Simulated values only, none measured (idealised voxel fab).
process module | voxel ribs on slabs
cross-section cut | 185 nm wide | cells 5 nm
A cross-section is a grid of square cells, given in bands from the top down. A band is one or more rows of cells.
Each band's line starts with the height of the band's top and of its bottom, in nm. Then come its materials from left to right, each with its width in nm. One material with "throughout" fills the band from edge to edge. "air" is empty space.
Height 0 is the level under which the wafer as received is all one material. The lowest band goes on downwards, as in "0 down".
A width such as "30 to 40" changes by the same amount from each row of cells to the next, from the band's top row to its bottom row.
"no change" after a step means that no cell of the cross-section changed.
closed voids: empty space of 8 cells or more with no open way to the top, each as width x height at its distance from the left edge, in nm
after a step's settings: what the simulator itself notes on the step
overlay nm, on a step with a mask: how far to the right of its planned place the mask lay; to the left if negative
plan
1 op RECEIVE | material Si
2 op DIRECTIONAL_DEP | material SiO2 | thk nm 25
3 op DIRECTIONAL_DEP | material SiN | thk nm 20
4 op MASKED_ETCH | tone cover | mask id RIB | width nm 25 | etch materials SiN | depth nm 10 | overlay nm 0
5 op MASKED_ETCH | tone cover | mask id SLAB | width nm 75 | etch materials SiN | depth nm 10 | overlay nm 0
6 op FILL_DEP | material SiO2 | thk nm 25
7 op CMP | height nm 60
8 op DIRECTIONAL_DEP | material TiN | thk nm 10
9 op MASKED_ETCH | tone cover | mask id HEATER | width nm 35 | etch materials TiN | depth nm 10 | overlay nm 0
10 op CONFORMAL_DEP | material SiO2 | thk nm 5
as received, after step 1
  0 down: Si throughout
  closed voids: none
first wafer at the end, as planned
  75 to 70: air 70 | SiO2 45 | air 70
  70 to 65: air 70 | SiO2 5 | TiN 35 | SiO2 5 | air 70
  65 to 60: SiO2 75 | TiN 35 | SiO2 75
  60 to 45: SiO2 throughout
  45 to 35: SiO2 80 | SiN 25 | SiO2 80
  35 to 25: SiO2 55 | SiN 75 | SiO2 55
  25 to 0: SiO2 throughout
  0 down: Si throughout
  closed voids: none
second wafer at the end: like start, like plan, one mistake
  70 to 60: air 75 | TiN 35 | air 75
  60 to 45: SiO2 throughout
  45 to 35: SiO2 80 | SiN 25 | SiO2 80
  35 to 25: SiO2 55 | SiN 75 | SiO2 55
  25 to 0: SiO2 throughout
  0 down: Si throughout
  closed voids: none
what went wrong: step 10 was left out
at the end the second wafer has, in cells: 41 fewer of SiO2
